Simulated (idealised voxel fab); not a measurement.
process module | voxel ribs on slabs
cross-section cut | 265 nm wide | cells 5 nm
A cross-section is a grid of square cells, given in bands from the top down. A band is one or more rows of cells.
Each band's line starts with the height of the band's top and of its bottom, in nm. Then come its materials from left to right, each with its width in nm. One material with "throughout" fills the band from edge to edge. "air" is empty space.
Height 0 is the level under which the wafer as received is all one material. The lowest band goes on downwards, as in "0 down".
A width such as "30 to 40" changes by the same amount from each row of cells to the next, from the band's top row to its bottom row.
"no change" after a step means that no cell of the cross-section changed.
closed voids: empty space of 8 cells or more with no open way to the top, each as width x height at its distance from the left edge, in nm
after a step's settings: what the simulator itself notes on the step
overlay nm, on a step with a mask: how far to the right of its planned place the mask lay; to the left if negative
plan
1 op RECEIVE | material Si
2 op DIRECTIONAL_DEP | material SiO2 | thk nm 30
3 op DIRECTIONAL_DEP | material SiN | thk nm 25
4 op PATTERN | tone cover | mask id RIB | material resist | width nm 20 | thk nm 15 | overlay nm 0
5 op DIRECTIONAL_ETCH | etch materials SiN | depth nm 15
6 op STRIP | etch materials resist
7 op PATTERN | tone cover | mask id SLAB | material resist | width nm 70 | thk nm 20 | overlay nm 0
8 op DIRECTIONAL_ETCH | etch materials SiN | depth nm 10
9 op STRIP | etch materials resist
10 op FILL_DEP | material SiO2 | thk nm 15
11 op CMP | height nm 65
12 op DIRECTIONAL_DEP | material W | thk nm 5
13 op PATTERN | tone cover | mask id HEATER | material resist | width nm 30 | thk nm 15 | overlay nm 0
14 op DIRECTIONAL_ETCH | etch materials W | depth nm 5
15 op STRIP | etch materials resist
16 op CONFORMAL_DEP | material SiO2 | thk nm 10
as received, after step 1
  0 down: Si throughout
  closed voids: none
a wafer at the end: this start, this plan, one mistake
  80 to 75: air 105 | SiO2 50 | air 110
  75 to 70: SiO2 throughout
  70 to 65: SiO2 115 | W 30 | SiO2 120
  65 to 55: W throughout
  55 to 40: W 120 | SiN 20 | W 125
  40 to 30: W 95 | SiN 70 | W 100
  30 to 0: SiO2 throughout
  0 down: Si throughout
  closed voids: none
what went wrong: step 10 ran as: op FILL_DEP | material W | thk nm 15
